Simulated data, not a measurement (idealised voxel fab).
Process module heading - voxel air gaps
The width of the displayed cross-section, cut, is 235 nm; its cells are square, with a size of 5 nm.
Cross-section layout: square cells on a grid; listed as bands, top to bottom; a band spans one or more cell rows.
It is stipulated that each band's entry specify, in nanometres, the height of the top of the band and then that of its bottom, followed by the materials of the band in left-to-right sequence, each together with its width in nanometres. A single material marked by the word "edge to edge" is understood to fill the band from edge to edge; the word "empty" is understood to denote empty space.
Heights are expressed relative to 0, this being the level below which the as-received wafer comprises one material exclusively. The lowest band is unbounded in the downward direction and is denoted as in "0 and below".
The two numbers in a width such as "30 to 40" mark its ends across the band: the first belongs to the top row of cells, the second to the bottom row, and from each row to the next the width moves by the same amount.
"no change", as given for a step, is the statement that not any cell of the cross-section underwent a change during that step.
Reported under the label "Closed void listing" are the empty spaces having no open way to the top and comprising 8 cells or more; the notation for each is width x height at distance, in which the distance is measured from the left edge and all three values are in nm.
Read whatever lies past the settings on a step's line as the simulator's own remark about the step.
A step's line can hold "overlay nm"; with a mask on that step, the setting says how far right of the planned place the mask lay, while a negative setting says it lay to the left.

### Process steps foreseen in the plan
1 RECEIVE | material Si
2 CONFORMAL_DEP | material SiO2 | thk nm 15
3 CONFORMAL_DEP | material SiCN | thk nm 5
4 DIRECTIONAL_DEP | material lowk | thk nm 30
5 PATTERN | tone open | mask id LINES | material resist | width nm 20 | pitch nm 50 | thk nm 15 | overlay nm 0
6 DIRECTIONAL_ETCH | etch materials lowk | depth nm 30
7 STRIP | etch materials resist
8 CONFORMAL_DEP | material TiN | thk nm 5
9 FILL_DEP | material W | thk nm 5
10 CMP | height nm 50
11 EPI | material Ru | thk nm 10
12 SELECTIVE_ETCH | etch materials lowk | depth nm 40
13 CONFORMAL_DEP | material SiCN | thk nm 5

### Shown in cross-section is the wafer as received, that is, as it stands after step 1
	0 and below: Si edge to edge
	Closed void listing: none

### First of two wafers: cross-section at end of module, run per plan
	65 down to 60: empty 40 nm / SiCN 150 nm / empty 45 nm
	60 down to 50: empty 40 nm / SiCN 5 nm / Ru 40 nm / SiCN 10 nm / Ru 40 nm / SiCN 10 nm / Ru 40 nm / SiCN 5 nm / empty 45 nm
	50 down to 45: empty 40 nm / SiCN 15 nm / TiN 5 nm / W 10 nm / TiN 5 nm / SiCN 30 nm / TiN 5 nm / W 10 nm / TiN 5 nm / SiCN 30 nm / TiN 5 nm / W 10 nm / TiN 5 nm / SiCN 15 nm / empty 45 nm
	45 down to 25: empty 50 nm / SiCN 5 nm / TiN 5 nm / W 10 nm / TiN 5 nm / SiCN 5 nm / empty 20 nm / SiCN 5 nm / TiN 5 nm / W 10 nm / TiN 5 nm / SiCN 5 nm / empty 20 nm / SiCN 5 nm / TiN 5 nm / W 10 nm / TiN 5 nm / SiCN 5 nm / empty 55 nm
	25 down to 20: SiCN 55 nm / TiN 20 nm / SiCN 30 nm / TiN 20 nm / SiCN 30 nm / TiN 20 nm / SiCN 60 nm
	20 down to 15: SiCN edge to edge
	15 down to 0: SiO2 edge to edge
	0 and below: Si edge to edge
	Closed void listing: 20 x 20 at 80; 20 x 20 at 130

### End-of-module cross-section of the second wafer: identical starting point and process plan to the first, with one processing mistake
	65 down to 60: empty 45 nm / SiCN 150 nm / empty 40 nm
	60 down to 50: empty 45 nm / SiCN 5 nm / Ru 40 nm / SiCN 10 nm / Ru 40 nm / SiCN 10 nm / Ru 40 nm / SiCN 5 nm / empty 40 nm
	50 down to 45: empty 45 nm / SiCN 15 nm / TiN 5 nm / W 10 nm / TiN 5 nm / SiCN 30 nm / TiN 5 nm / W 10 nm / TiN 5 nm / SiCN 30 nm / TiN 5 nm / W 10 nm / TiN 5 nm / SiCN 15 nm / empty 40 nm
	45 down to 25: empty 55 nm / SiCN 5 nm / TiN 5 nm / W 10 nm / TiN 5 nm / SiCN 5 nm / empty 20 nm / SiCN 5 nm / TiN 5 nm / W 10 nm / TiN 5 nm / SiCN 5 nm / empty 20 nm / SiCN 5 nm / TiN 5 nm / W 10 nm / TiN 5 nm / SiCN 5 nm / empty 50 nm
	25 down to 20: SiCN 60 nm / TiN 20 nm / SiCN 30 nm / TiN 20 nm / SiCN 30 nm / TiN 20 nm / SiCN 55 nm
	20 down to 15: SiCN edge to edge
	15 down to 0: SiO2 edge to edge
	0 and below: Si edge to edge
	Closed void listing: 20 x 20 at 85; 20 x 20 at 135
Which mistake was made when the wafer was run? step 5 ran as: PATTERN | tone open | mask id LINES | material resist | width nm 20 | pitch nm 50 | thk nm 15 | overlay nm 5
Same inventory, different map: at the end, the second wafer holds as many cells of each material as the first, placed elsewhere.
